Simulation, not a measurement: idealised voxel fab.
Process module under the name voxel wiring stack
Square cells of 5 nm make up the cross-section cut, whose width is 190 nm.
Cross-section, as written here: a square-cell grid given band by band from the top down, where a band holds one or more rows of cells.
Look at the band entry: it leads with the top's height and the bottom's height in nm. Then it lists the materials left to right, with a width in nm for each. The word "full width" on a single material says that material fills the band edge to edge. The word "empty" is empty space.
Ref level 0: as-received wafer is one material below here. Bottom band extends down with no lower bound ("z 0 and below").
With a width like "30 to 40", each row of cells in the band differs from the next by the same amount, the top row carrying the first number and the bottom row the second.
The designation "identical to before", where it is given for a processing step, indicates that no cell of the cross-section was altered in the course of that step.
Empty spaces counting at least 8 cells and having no open way to the top are listed in "Voids, enclosed". The notation width x height at distance is used for each, the distance being from the left edge and all three values in nm.
Past the settings on a step's line: simulator remark, on that step.
"overlay nm", when on a step's line for a step with a mask, measures how far to the right of its planned place the mask lay; a negative measure means to the left.
## Process steps - plan
1,RECEIVE (material Si)
2,CONFORMAL_DEP (material SiO2; thk nm 10)
3,DIRECTIONAL_DEP (material TiN; thk nm 5)
4,DIRECTIONAL_DEP (material Ru; thk nm 20)
5,PATTERN (tone cover; mask id METAL_1; material resist; width nm 20; pitch nm 45; thk nm 20; overlay nm 0)
6,DIRECTIONAL_ETCH (etch materials Ru; depth nm 20)
7,DIRECTIONAL_ETCH (etch materials TiN; depth nm 5)
8,STRIP (etch materials resist)
9,CONFORMAL_DEP (material SiN; thk nm 5)
10,FILL_DEP (material SiO2; thk nm 5)
11,CMP (height nm 35)
12,CONFORMAL_DEP (material SiCN; thk nm 5)
13,DIRECTIONAL_DEP (material lowk; thk nm 35)
14,DIRECTIONAL_DEP (material aC; thk nm 10)
15,PATTERN (tone open; mask id METAL_2; material resist; width nm 20; pitch nm 45; thk nm 25; overlay nm 0)
16,DIRECTIONAL_ETCH (etch materials aC; depth nm 10)
17,STRIP (etch materials resist)
18,DIRECTIONAL_ETCH (etch materials lowk; depth nm 20)
19,STRIP (etch materials aC)
20,MASKED_ETCH (tone open; mask id METAL_2_HOLES; width nm 15; pitch nm 45; etch materials lowk; depth nm 15; overlay nm 0)
21,MASKED_ETCH (tone open; mask id METAL_2_HOLES; width nm 15; pitch nm 45; etch materials SiCN; depth nm 5; overlay nm 0)
22,CONFORMAL_DEP (material TiN; thk nm 5)
23,FILL_DEP (material Cu; thk nm 5)
24,CMP (height nm 75)
25,CONFORMAL_DEP (material SiN; thk nm 5)
## First of two wafers, processed according to plan
## Cross-section of the incoming wafer, state after step 1
* z 0 and below = Si full width
* Voids, enclosed: none
## Sectional view: wafer, after step 2
* z 10 to 0 = SiO2 full width
* Beneath the level 0, the cross-section is identical to its previous state.
## Sectional view: wafer, after step 3
* z 15 to 10 = TiN full width
* Beneath the level 10, the cross-section is identical to its previous state.
## Sectional view: wafer, after step 4
* z 35 to 15 = Ru full width
* Beneath the level 15, the cross-section is identical to its previous state.
## Sectional view: wafer, after step 5
* z 55 to 35 = empty=60; resist=20; empty=25; resist=20; empty=65
* Beneath the level 35, the cross-section is identical to its previous state.
## Sectional view: wafer, after step 6
* z 55 to 35 = empty=60; resist=20; empty=25; resist=20; empty=65
* z 35 to 15 = empty=60; Ru=20; empty=25; Ru=20; empty=65
* Beneath the level 15, the cross-section is identical to its previous state.
## Sectional view: wafer, after step 7
* z 55 to 35 = empty=60; resist=20; empty=25; resist=20; empty=65
* z 35 to 15 = empty=60; Ru=20; empty=25; Ru=20; empty=65
* z 15 to 10 = empty=60; TiN=20; empty=25; TiN=20; empty=65
* Beneath the level 10, the cross-section is identical to its previous state.
## Sectional view: wafer, after step 8
* z 35 to 15 = empty=60; Ru=20; empty=25; Ru=20; empty=65
* Beneath the level 15, the cross-section is identical to its previous state.
## Sectional view: wafer, after step 9
* z 40 to 35 = empty=55; SiN=30; empty=15; SiN=30; empty=60
* z 35 to 15 = empty=55; SiN=5; Ru=20; SiN=5; empty=15; SiN=5; Ru=20; SiN=5; empty=60
* z 15 to 10 = SiN=60; TiN=20; SiN=25; TiN=20; SiN=65
* Beneath the level 10, the cross-section is identical to its previous state.
## Sectional view: wafer, after step 10
* z 45 to 40 = SiO2 full width
* z 40 to 35 = SiO2=55; SiN=30; SiO2=15; SiN=30; SiO2=60
* z 35 to 15 = SiO2=55; SiN=5; Ru=20; SiN=5; SiO2=15; SiN=5; Ru=20; SiN=5; SiO2=60
* Beneath the level 15, the cross-section is identical to its previous state.
## Sectional view: wafer, after step 11
* z 35 to 15 = SiO2=55; SiN=5; Ru=20; SiN=5; SiO2=15; SiN=5; Ru=20; SiN=5; SiO2=60
* Beneath the level 15, the cross-section is identical to its previous state.
## Sectional view: wafer, after step 12
* z 40 to 35 = SiCN full width
* Beneath the level 35, the cross-section is identical to its previous state.
## Sectional view: wafer, after step 13
* z 75 to 40 = lowk full width
* Beneath the level 40, the cross-section is identical to its previous state.
## Sectional view: wafer, after step 14
* z 85 to 75 = aC full width
* Beneath the level 75, the cross-section is identical to its previous state.
## Sectional view: wafer, after step 15
* z 110 to 85 = resist=60; empty=20; resist=25; empty=20; resist=65
* Beneath the level 85, the cross-section is identical to its previous state.
## Sectional view: wafer, after step 16
* z 100 to 85 = resist=60; empty=20; resist=25; empty=20; resist=65
* z 85 to 75 = aC=60; empty=20; aC=25; empty=20; aC=65
* Beneath the level 75, the cross-section is identical to its previous state.
## Sectional view: wafer, after step 17
* z 85 to 75 = aC=60; empty=20; aC=25; empty=20; aC=65
* Beneath the level 75, the cross-section is identical to its previous state.
## Sectional view: wafer, after step 18
* z 85 to 75 = aC=60; empty=20; aC=25; empty=20; aC=65
* z 75 to 55 = lowk=60; empty=20; lowk=25; empty=20; lowk=65
* Beneath the level 55, the cross-section is identical to its previous state.
## Sectional view: wafer, after step 19
* z 75 to 55 = lowk=60; empty=20; lowk=25; empty=20; lowk=65
* Beneath the level 55, the cross-section is identical to its previous state.
## Sectional view: wafer, after step 20
* z 75 to 55 = lowk=60; empty=20; lowk=25; empty=20; lowk=65
* z 55 to 40 = lowk=60; empty=15; lowk=30; empty=15; lowk=70
* Beneath the level 40, the cross-section is identical to its previous state.
## Sectional view: wafer, after step 21
* z 75 to 55 = lowk=60; empty=20; lowk=25; empty=20; lowk=65
* z 55 to 40 = lowk=60; empty=15; lowk=30; empty=15; lowk=70
* z 40 to 35 = SiCN=60; empty=15; SiCN=30; empty=15; SiCN=70
* Beneath the level 35, the cross-section is identical to its previous state.
## Sectional view: wafer, after step 22
* z 80 to 75 = TiN=65; empty=10; TiN=35; empty=10; TiN=70
* z 75 to 60 = lowk=60; TiN=5; empty=10; TiN=5; lowk=25; TiN=5; empty=10; TiN=5; lowk=65
* z 60 to 55 = lowk=60; TiN=5; empty=5; TiN=10; lowk=25; TiN=5; empty=5; TiN=10; lowk=65
* z 55 to 40 = lowk=60; TiN=5; empty=5; TiN=5; lowk=30; TiN=5; empty=5; TiN=5; lowk=70
* z 40 to 35 = SiCN=60; TiN=15; SiCN=30; TiN=15; SiCN=70
* Beneath the level 35, the cross-section is identical to its previous state.
## Sectional view: wafer, after step 23
* z 85 to 80 = Cu full width
* z 80 to 75 = TiN=65; Cu=10; TiN=35; Cu=10; TiN=70
* z 75 to 60 = lowk=60; TiN=5; Cu=10; TiN=5; lowk=25; TiN=5; Cu=10; TiN=5; lowk=65
* z 60 to 55 = lowk=60; TiN=5; Cu=5; TiN=10; lowk=25; TiN=5; Cu=5; TiN=10; lowk=65
* z 55 to 40 = lowk=60; TiN=5; Cu=5; TiN=5; lowk=30; TiN=5; Cu=5; TiN=5; lowk=70
* Beneath the level 40, the cross-section is identical to its previous state.
## Sectional view: wafer, after step 24
* z 75 to 60 = lowk=60; TiN=5; Cu=10; TiN=5; lowk=25; TiN=5; Cu=10; TiN=5; lowk=65
* Beneath the level 60, the cross-section is identical to its previous state.
## Sectional view: wafer, after step 25
* z 80 to 75 = SiN full width
* Beneath the level 75, the cross-section is identical to its previous state.
## Wafer two: like wafer one in start and plan, but with one mistake in execution; identical up to and including step 10
## Cross-section, second wafer, at the end time the plan gives for step 11
* z 35 to 15 = SiO2=55; SiN=5; Ru=20; SiN=5; SiO2=15; SiN=5; Ru=20; SiN=5; SiO2=60
* Beneath the level 15, the cross-section is identical to its previous state.
## Cross-section, second wafer, at the end time the plan gives for step 12
* z 40 to 35 = SiCN full width
* Beneath the level 35, the cross-section is identical to its previous state.
## Cross-section, second wafer, at the end time the plan gives for step 13
* z 75 to 40 = lowk full width
* Beneath the level 40, the cross-section is identical to its previous state.
## Cross-section, second wafer, at the end time the plan gives for step 14
* z 85 to 75 = aC full width
* Beneath the level 75, the cross-section is identical to its previous state.
## Cross-section, second wafer, at the end time the plan gives for step 15
* z 110 to 85 = resist=60; empty=20; resist=25; empty=20; resist=65
* Beneath the level 85, the cross-section is identical to its previous state.
## Cross-section, second wafer, at the end time the plan gives for step 16
* z 100 to 85 = resist=60; empty=20; resist=25; empty=20; resist=65
* z 85 to 75 = aC=60; empty=20; aC=25; empty=20; aC=65
* Beneath the level 75, the cross-section is identical to its previous state.
## Cross-section, second wafer, at the end time the plan gives for step 17
* z 85 to 75 = aC=60; empty=20; aC=25; empty=20; aC=65
* Beneath the level 75, the cross-section is identical to its previous state.
## Cross-section, second wafer, at the end time the plan gives for step 18
* z 85 to 75 = aC=60; empty=20; aC=25; empty=20; aC=65
* z 75 to 55 = lowk=60; empty=20; lowk=25; empty=20; lowk=65
* Beneath the level 55, the cross-section is identical to its previous state.
## Cross-section, second wafer, at the end time the plan gives for step 19
* z 75 to 55 = lowk=60; empty=20; lowk=25; empty=20; lowk=65
* Beneath the level 55, the cross-section is identical to its previous state.
## Cross-section, second wafer, at the end time the plan gives for step 20
* z 75 to 55 = lowk=60; empty=20; lowk=25; empty=20; lowk=65
* z 55 to 40 = lowk=60; empty=15; lowk=30; empty=15; lowk=70
* Beneath the level 40, the cross-section is identical to its previous state.
## Cross-section, second wafer, at the end time the plan gives for step 21
* z 75 to 55 = lowk=60; empty=20; lowk=25; empty=20; lowk=65
* z 55 to 40 = lowk=60; empty=15; lowk=30; empty=15; lowk=70
* z 40 to 35 = SiCN=60; empty=15; SiCN=30; empty=15; SiCN=70
* Beneath the level 35, the cross-section is identical to its previous state.
## Cross-section, second wafer, at the end time the plan gives for step 22
* z 80 to 75 = TiN=65; empty=10; TiN=35; empty=10; TiN=70
* z 75 to 60 = lowk=60; TiN=5; empty=10; TiN=5; lowk=25; TiN=5; empty=10; TiN=5; lowk=65
* z 60 to 55 = lowk=60; TiN=5; empty=5; TiN=10; lowk=25; TiN=5; empty=5; TiN=10; lowk=65
* z 55 to 40 = lowk=60; TiN=5; empty=5; TiN=5; lowk=30; TiN=5; empty=5; TiN=5; lowk=70
* z 40 to 35 = SiCN=60; TiN=15; SiCN=30; TiN=15; SiCN=70
* Beneath the level 35, the cross-section is identical to its previous state.
## Cross-section, second wafer, at the end time the plan gives for step 23
* z 85 to 80 = Cu full width
* z 80 to 75 = TiN=65; Cu=10; TiN=35; Cu=10; TiN=70
* z 75 to 60 = lowk=60; TiN=5; Cu=10; TiN=5; lowk=25; TiN=5; Cu=10; TiN=5; lowk=65
* z 60 to 55 = lowk=60; TiN=5; Cu=5; TiN=10; lowk=25; TiN=5; Cu=5; TiN=10; lowk=65
* z 55 to 40 = lowk=60; TiN=5; Cu=5; TiN=5; lowk=30; TiN=5; Cu=5; TiN=5; lowk=70
* Beneath the level 40, the cross-section is identical to its previous state.
## Cross-section, second wafer, at the end time the plan gives for step 24
* z 75 to 60 = lowk=60; TiN=5; Cu=10; TiN=5; lowk=25; TiN=5; Cu=10; TiN=5; lowk=65
* Beneath the level 60, the cross-section is identical to its previous state.
## Cross-section, second wafer, at the end time the plan gives for step 25
* z 80 to 75 = SiN full width
* Beneath the level 75, the cross-section is identical to its previous state.
Run error: step 11 of the plan was carried out twice
The mistake has no effect on what this model computes, because the two wafers end with the same cross-section.
